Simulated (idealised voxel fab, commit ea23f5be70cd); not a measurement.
Process module in this document: voxel trench capacitor
FYI the section here is cut, 240 nm wide, cells are 5 nm squares.
A cross-section is written here as square cells arranged in a grid, and it is given in bands from the top down, each band taking up one or more rows of cells. Basically the band line says how high the top is and how high the bottom is, in nm, and then what's in it from left to right, every material with its width in nm. Empty space shows up as "blank", and if a single material carries "everywhere" it runs the full band edge to edge. Heights are expressed relative to 0, this being the level below which the as-received wafer comprises one material exclusively. The lowest band is unbounded in the downward direction and is denoted as in "0 and below". Quick explanation for "30..40": the width changes in equal steps down the rows of cells, from the first number in the band's top row to the second number in its bottom row. The designation "changes: none", where it is given for a processing step, indicates that no cell of the cross-section was altered in the course of that step. "Cavities, sealed" contains a list of empty spaces, each no smaller than 8 cells and without an open way to the top, written in the form width x height at distance with the distance from the left edge and all three in nm. What comes after the settings on a step's line is commentary from the simulator itself on that step. overlay nm: on a step with a mask, how far right of its planned place the mask lay; negative means left.
-- The process steps that were planned are listed below
1) RECEIVE (material Si)
2) CONFORMAL_DEP (material SiN; thk nm 10)
3) MASKED_ETCH (tone open; mask id TRENCH; width nm 30; pitch nm 60; etch materials SiN; depth nm 5; overlay nm 0)
4) MASKED_ETCH (tone open; mask id TRENCH; width nm 30; pitch nm 60; etch materials Si; depth nm 30; overlay nm 0)
5) CONFORMAL_DEP (material Al2O3; thk nm 5)
6) CONFORMAL_DEP (material TiN; thk nm 5)
7) FILL_DEP (material W; thk nm 10)
8) CMP (height nm 10)
What sets these wafers apart? The depth nm at step 3. They all start alike, and the plan carries the first wafer's value.
-- Cross-section of the first of several wafers as received (after step 1)
> 0 and below | Si everywhere
> Cavities, sealed: none
-- Cross-section of the first of several wafers once the module has run through its last step, step 8
> 10 down to 5 | SiN (45) / Al2O3 (30) / SiN (30) / Al2O3 (30) / SiN (30) / Al2O3 (30) / SiN (45)
> 5 down to 0 | SiN everywhere
> 0 and below | Si everywhere
> Cavities, sealed: none
-- Cross-section, module end, final of several wafers
> 10 down to 0 | SiN (45) / Al2O3 (5) / TiN (5) / W (10) / TiN (5) / Al2O3 (5) / SiN (30) / Al2O3 (5) / TiN (5) / W (10) / TiN (5) / Al2O3 (5) / SiN (30) / Al2O3 (5) / TiN (5) / W (10) / TiN (5) / Al2O3 (5) / SiN (45)
> 0 down to -20 | Si (45) / Al2O3 (5) / TiN (5) / W (10) / TiN (5) / Al2O3 (5) / Si (30) / Al2O3 (5) / TiN (5) / W (10) / TiN (5) / Al2O3 (5) / Si (30) / Al2O3 (5) / TiN (5) / W (10) / TiN (5) / Al2O3 (5) / Si (45)
> -20 down to -25 | Si (45) / Al2O3 (5) / TiN (20) / Al2O3 (5) / Si (30) / Al2O3 (5) / TiN (20) / Al2O3 (5) / Si (30) / Al2O3 (5) / TiN (20) / Al2O3 (5) / Si (45)
> -25 down to -30 | Si (45) / Al2O3 (30) / Si (30) / Al2O3 (30) / Si (30) / Al2O3 (30) / Si (45)
> -30 and below | Si everywhere
> Cavities, sealed: none
-- Row per wafer, end-of-module: cell gain (+)/loss (-) by material since the wafer came in, then closed voids
depth nm 5; +18 Al2O3; +78 SiN; Cavities, sealed: none
depth nm 10; +60 Al2O3; -108 Si; +60 SiN; +48 TiN; +36 W; Cavities, sealed: none
depth nm 15; +60 Al2O3; -108 Si; +60 SiN; +48 TiN; +36 W; Cavities, sealed: none
depth nm 20; +60 Al2O3; -108 Si; +60 SiN; +48 TiN; +36 W; Cavities, sealed: none
depth nm 25; +60 Al2O3; -108 Si; +60 SiN; +48 TiN; +36 W; Cavities, sealed: none
